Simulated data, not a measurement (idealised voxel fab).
Proc. module: voxel trench capacitor
Pictured: cross-section cut, 175 nm wide, on a grid of 5 nm square cells.
Reading order for cross-sections: top band down to bottom band. Underlying form: a grid of square cells. Band size: one or more rows of cells. Heights first: top, then bottom, in nm. Then materials, left to right, each with a width in nm. "all across" on a single material: fills the band edge to edge. "blank": empty space. Beneath 0, the wafer as received is one material, and that level is where height counting begins. The lowest band goes on downward without a bottom; it is written like "0..down". Read "30..40" as a graded width: first number on top, second number at the bottom, same change between each pair of neighbouring rows. Where a step carries "identical to before", the cross-section came out of it unchanged, cell for cell. Closed-off voids of 8+ cells (no open route to the top) go in "Enclosed empty spaces", written width x height at distance from the left edge, in nm. after a step's settings: what the simulator itself notes on the step. overlay nm: mask right of planned place by this much (step with mask). Neg. = left.

[So here's the lineup of process steps we planned]
| 1 | RECEIVE: material Si |
| 2 | CONFORMAL_DEP: material SiN, thk nm 10 |
| 3 | PATTERN: tone open, mask id TRENCH, material resist, width nm 25, pitch nm 45, thk nm 15, overlay nm 0 |
| 4 | DIRECTIONAL_ETCH: etch materials SiN, depth nm 10 |
| 5 | DIRECTIONAL_ETCH: etch materials Si, depth nm 40 |
| 6 | STRIP: etch materials resist |
| 7 | CONFORMAL_DEP: material HfO2, thk nm 5 |
| 8 | CONFORMAL_DEP: material TiN, thk nm 5 |
| 9 | FILL_DEP: material W, thk nm 5 |
| 10 | CMP: height nm 10 |

[Cross-sectional view of the wafer in its as-received condition, corresponding to the state after step 1]
    0..down: Si all across
    Enclosed empty spaces: none

[First wafer of two, sectioned at end of module; run went per plan]
    10..0: 50 SiN  5 HfO2  5 TiN  5 W  5 TiN  5 HfO2  20 SiN  5 HfO2  5 TiN  5 W  5 TiN  5 HfO2  55 SiN
    0..-30: 50 Si  5 HfO2  5 TiN  5 W  5 TiN  5 HfO2  20 Si  5 HfO2  5 TiN  5 W  5 TiN  5 HfO2  55 Si
    -30..-35: 50 Si  5 HfO2  15 TiN  5 HfO2  20 Si  5 HfO2  15 TiN  5 HfO2  55 Si
    -35..-40: 50 Si  25 HfO2  20 Si  25 HfO2  55 Si
    -40..down: Si all across
    Enclosed empty spaces: none

[Second wafer of the two, sectioned at the end of the module. It began like the first and followed the same plan, but one mistake was made while running it]
    25..20: W all across
    20..15: 60 TiN  5 W  40 TiN  5 W  65 TiN
    15..10: 55 HfO2  5 TiN  5 W  5 TiN  30 HfO2  5 TiN  5 W  5 TiN  60 HfO2
    10..0: 50 SiN  5 HfO2  5 TiN  5 W  5 TiN  5 HfO2  20 SiN  5 HfO2  5 TiN  5 W  5 TiN  5 HfO2  55 SiN
    0..-30: 50 Si  5 HfO2  5 TiN  5 W  5 TiN  5 HfO2  20 Si  5 HfO2  5 TiN  5 W  5 TiN  5 HfO2  55 Si
    -30..-35: 50 Si  5 HfO2  15 TiN  5 HfO2  20 Si  5 HfO2  15 TiN  5 HfO2  55 Si
    -35..-40: 50 Si  25 HfO2  20 Si  25 HfO2  55 Si
    -40..down: Si all across
    Enclosed empty spaces: none
Deviation noted in wafer processing: step 10 was left out
Final tally in cells, some materials are higher or lower on the second wafer than on the first: +29 HfO2; +37 TiN; +39 W
